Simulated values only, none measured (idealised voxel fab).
Process module, titled voxel transistor to metal
The figure presents cross-section cut, which has a width of 140 nm and is divided into square cells with an edge length of 5 nm.
In what follows, cross-sections appear as grids of square cells, described through bands that run from the top down, where every band is one or more rows of cells. This entry defines a band. It first specifies the height of the band's top and the height of its bottom in nm, and then specifies the band's materials from left to right, stating each material with its width in nm. The word "everywhere" identifies a single material that fills the band from edge to edge, while the word "blank" identifies empty space. Heights are expressed relative to 0, this being the level below which the as-received wafer comprises one material exclusively. The lowest band is unbounded in the downward direction and is denoted as in "0 nm and below". You'd read "30..40" like this: the band's top row of cells is as wide as the first number, its bottom row is as wide as the second, and going down, every row changes width by the same amount as the row before did. Any step labelled "stayed the same" changed none of the cells in the cross-section. Closed internal voids: empty space of 8 cells or more with no open way to the top, each as width x height at its distance from the left edge, in nm. If you see something after the settings on a step's line, that's the simulator's own remark about that step. What "overlay nm" on a step's line means: if the step has a mask, that mask lay this far to the right of its planned place, or, when the value is negative, to the left.

Here's what the planned process steps look like:
1 RECEIVE | material Si
2 OXIDIZE | depth nm 5
3 CONFORMAL_DEP | material SiN | thk nm 10
4 PATTERN | tone cover | mask id ACTIVE | material resist | width nm 95 | thk nm 15 | overlay nm 0
5 DIRECTIONAL_ETCH | etch materials SiN | depth nm 10
6 DIRECTIONAL_ETCH | etch materials SiO2 | depth nm 5
7 DIRECTIONAL_ETCH | etch materials Si | depth nm 25
8 STRIP | etch materials resist
9 OXIDIZE | depth nm 5
10 FILL_DEP | material SiO2 | thk nm 5
11 CMP | height nm 10
12 SELECTIVE_ETCH | etch materials SiO2 | depth nm 10
13 STRIP | etch materials SiN
14 SELECTIVE_ETCH | etch materials SiO2 | depth nm 5
15 OXIDIZE | depth nm 5
16 DIRECTIONAL_DEP | material polySi | thk nm 25
17 DIRECTIONAL_DEP | material SiCN | thk nm 15
18 PATTERN | tone cover | mask id GATE | material resist | width nm 15 | thk nm 20 | overlay nm 0
19 DIRECTIONAL_ETCH | etch materials SiCN | depth nm 25
20 DIRECTIONAL_ETCH | etch materials polySi | depth nm 35
21 STRIP | etch materials resist
22 CONFORMAL_DEP | material SiO2 | thk nm 5
23 DIRECTIONAL_ETCH | etch materials SiO2 | depth nm 5
24 CONFORMAL_DEP | material SiN | thk nm 5
25 DIRECTIONAL_ETCH | etch materials SiN | depth nm 5
26 DIRECTIONAL_ETCH | etch materials SiO2 | depth nm 5
27 DIRECTIONAL_ETCH | etch materials Si | depth nm 10
28 EPI | material SiGe | thk nm 10
29 FILL_DEP | material SiO2 | thk nm 10
30 CMP | height nm 35
31 DIRECTIONAL_DEP | material SiO2 | thk nm 15
32 MASKED_ETCH | tone open | mask id CONTACT | width nm 20 | pitch nm 75 | etch materials SiO2 | depth nm 60 | overlay nm 0
33 CONFORMAL_DEP | material TiN | thk nm 5
34 FILL_DEP | material W | thk nm 5
35 CMP | height nm 50
36 CONFORMAL_DEP | material SiN | thk nm 5
37 DIRECTIONAL_DEP | material SiO2 | thk nm 25
38 MASKED_ETCH | tone open | mask id METAL_1 | width nm 20 | pitch nm 75 | etch materials SiO2 | depth nm 25 | overlay nm 0
39 MASKED_ETCH | tone open | mask id METAL_1 | width nm 20 | pitch nm 75 | etch materials SiN | depth nm 5 | overlay nm 0
40 CONFORMAL_DEP | material TiN | thk nm 5
41 FILL_DEP | material Cu | thk nm 10
42 CMP | height nm 80
43 CONFORMAL_DEP | material SiCN | thk nm 5
44 DIRECTIONAL_DEP | material SiO2 | thk nm 35
45 MASKED_ETCH | tone open | mask id METAL_2_HOLES | width nm 15 | pitch nm 75 | etch materials SiO2 | depth nm 35 | overlay nm 0
46 DIRECTIONAL_DEP | material aC | thk nm 15
47 PATTERN | tone open | mask id METAL_2 | material resist | width nm 20 | pitch nm 75 | thk nm 35 | overlay nm 0
48 DIRECTIONAL_ETCH | etch materials aC | depth nm 15
49 STRIP | etch materials resist
50 DIRECTIONAL_ETCH | etch materials SiO2 | depth nm 20
51 DIRECTIONAL_ETCH | etch materials SiCN | depth nm 5
52 STRIP | etch materials aC
53 CONFORMAL_DEP | material TiN | thk nm 5
54 FILL_DEP | material Ru | thk nm 10
55 CMP | height nm 120
56 CONFORMAL_DEP | material SiN | thk nm 5
Heads up: all these wafers start the same, and what changes between them is the width nm in step 4. The value you see in the plan is just what the first wafer got.

So this is the first of several wafers, cross-sectioned as it came to us, meaning it's at the end of step 1:
    0 nm and below: Si everywhere
    Closed internal voids: none

The rows of the table below are wafers. Looking at the end of the module, a row counts, for every material, the cells the wafer has gained, shown as (+), or lost, shown as (-), since it was received; its closed voids come next:
width nm 95 | +20 Cu | +20 Ru | -131 Si | +31 SiCN | +28 SiGe | +64 SiN | +493 SiO2 | +116 TiN | +44 W | +15 polySi | Closed internal voids: none
width nm 100 | +20 Cu | +20 Ru | -128 Si | +31 SiCN | +30 SiGe | +64 SiN | +488 SiO2 | +116 TiN | +44 W | +15 polySi | Closed internal voids: none
width nm 105 | +20 Cu | +20 Ru | -125 Si | +31 SiCN | +32 SiGe | +64 SiN | +483 SiO2 | +116 TiN | +44 W | +15 polySi | Closed internal voids: none
width nm 110 | +20 Cu | +20 Ru | -122 Si | +31 SiCN | +34 SiGe | +64 SiN | +478 SiO2 | +116 TiN | +44 W | +15 polySi | Closed internal voids: none
